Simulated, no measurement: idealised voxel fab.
process module | voxel gate over fins
cross-section cut | 185 nm wide | cells 5 nm
A cross-section is a grid of square cells, given in bands from the top down. A band is one or more rows of cells.
Each band's line starts with the height of the band's top and of its bottom, in nm. Then come its materials from left to right, each with its width in nm. One material with "throughout" fills the band from edge to edge. "air" is empty space.
Height 0 is the level under which the wafer as received is all one material. The lowest band goes on downwards, as in "0 down".
A width such as "30 to 40" changes by the same amount from each row of cells to the next, from the band's top row to its bottom row.
"no change" after a step means that no cell of the cross-section changed.
closed voids: empty space of 8 cells or more with no open way to the top, each as width x height at its distance from the left edge, in nm
after a step's settings: what the simulator itself notes on the step
overlay nm, on a step with a mask: how far to the right of its planned place the mask lay; to the left if negative
plan
1 op RECEIVE | material Si
2 op CONFORMAL_DEP | material SiN | thk nm 5
3 op DIRECTIONAL_DEP | material aC | thk nm 15
4 op PATTERN | tone cover | mask id FINS | material resist | width nm 15 | pitch nm 45 | thk nm 35 | overlay nm -15
5 op DIRECTIONAL_ETCH | etch materials aC | depth nm 15
6 op STRIP | etch materials resist
7 op DIRECTIONAL_ETCH | etch materials SiN | depth nm 5
8 op DIRECTIONAL_ETCH | etch materials Si | depth nm 30
9 op STRIP | etch materials aC
10 op OXIDIZE | depth nm 5
11 op FILL_DEP | material SiO2 | thk nm 5
12 op CMP | height nm 5
13 op SELECTIVE_ETCH | etch materials SiO2 | depth nm 20
14 op STRIP | etch materials SiN
15 op CONFORMAL_DEP | material HfO2 | thk nm 5
16 op CONFORMAL_DEP | material TiN | thk nm 5
17 op FILL_DEP | material W | thk nm 15
18 op CMP | height nm 20
19 op CONFORMAL_DEP | material SiCN | thk nm 5
varied across the wafers: overlay nm of step 4. The plan shows the first wafer's value. All wafers start alike
first wafer as received, after step 1
  0 down: Si throughout
  closed voids: none
first wafer at the end, after step 19
  25 to 20: SiCN throughout
  20 to 10: W throughout
  10 to 5: W 20 | TiN 25 | W 20 | TiN 25 | W 20 | TiN 25 | W 50
  5 to 0: W 20 | TiN 5 | HfO2 15 | TiN 5 | W 20 | TiN 5 | HfO2 15 | TiN 5 | W 20 | TiN 5 | HfO2 15 | TiN 5 | W 50
  0 to -5: W 20 | TiN 5 | HfO2 5 | Si 5 | HfO2 5 | TiN 5 | W 20 | TiN 5 | HfO2 5 | Si 5 | HfO2 5 | TiN 5 | W 20 | TiN 5 | HfO2 5 | Si 5 | HfO2 5 | TiN 5 | W 50
  -5 to -10: TiN 25 | HfO2 5 | Si 5 | HfO2 5 | TiN 30 | HfO2 5 | Si 5 | HfO2 5 | TiN 30 | HfO2 5 | Si 5 | HfO2 5 | TiN 55
  -10 to -15: HfO2 30 | Si 5 | HfO2 40 | Si 5 | HfO2 40 | Si 5 | HfO2 60
  -15 to -35: SiO2 30 | Si 5 | SiO2 40 | Si 5 | SiO2 40 | Si 5 | SiO2 60
  -35 down: Si throughout
  closed voids: none
last wafer at the end
  25 to 20: SiCN throughout
  20 to 10: W throughout
  10 to 5: W 50 | TiN 25 | W 20 | TiN 25 | W 20 | TiN 25 | W 20
  5 to 0: W 50 | TiN 5 | HfO2 15 | TiN 5 | W 20 | TiN 5 | HfO2 15 | TiN 5 | W 20 | TiN 5 | HfO2 15 | TiN 5 | W 20
  0 to -5: W 50 | TiN 5 | HfO2 5 | Si 5 | HfO2 5 | TiN 5 | W 20 | TiN 5 | HfO2 5 | Si 5 | HfO2 5 | TiN 5 | W 20 | TiN 5 | HfO2 5 | Si 5 | HfO2 5 | TiN 5 | W 20
  -5 to -10: TiN 55 | HfO2 5 | Si 5 | HfO2 5 | TiN 30 | HfO2 5 | Si 5 | HfO2 5 | TiN 30 | HfO2 5 | Si 5 | HfO2 5 | TiN 25
  -10 to -15: HfO2 60 | Si 5 | HfO2 40 | Si 5 | HfO2 40 | Si 5 | HfO2 30
  -15 to -35: SiO2 60 | Si 5 | SiO2 40 | Si 5 | SiO2 40 | Si 5 | SiO2 30
  -35 down: Si throughout
  closed voids: none
each wafer at the end: cells of each material gained (+) or lost (-) since it was received, then its closed voids
overlay nm -15 | +55 HfO2 | -238 Si | +37 SiCN | +136 SiO2 | +55 TiN | +140 W | closed voids: none
overlay nm -10 | +55 HfO2 | -238 Si | +37 SiCN | +136 SiO2 | +55 TiN | +140 W | closed voids: none
overlay nm -5 | +55 HfO2 | -238 Si | +37 SiCN | +136 SiO2 | +55 TiN | +140 W | closed voids: none
overlay nm 0 | +55 HfO2 | -238 Si | +37 SiCN | +136 SiO2 | +55 TiN | +140 W | closed voids: none
overlay nm 5 | +55 HfO2 | -238 Si | +37 SiCN | +136 SiO2 | +55 TiN | +140 W | closed voids: none
overlay nm 10 | +55 HfO2 | -238 Si | +37 SiCN | +136 SiO2 | +55 TiN | +140 W | closed voids: none
overlay nm 15 | +55 HfO2 | -238 Si | +37 SiCN | +136 SiO2 | +55 TiN | +140 W | closed voids: none
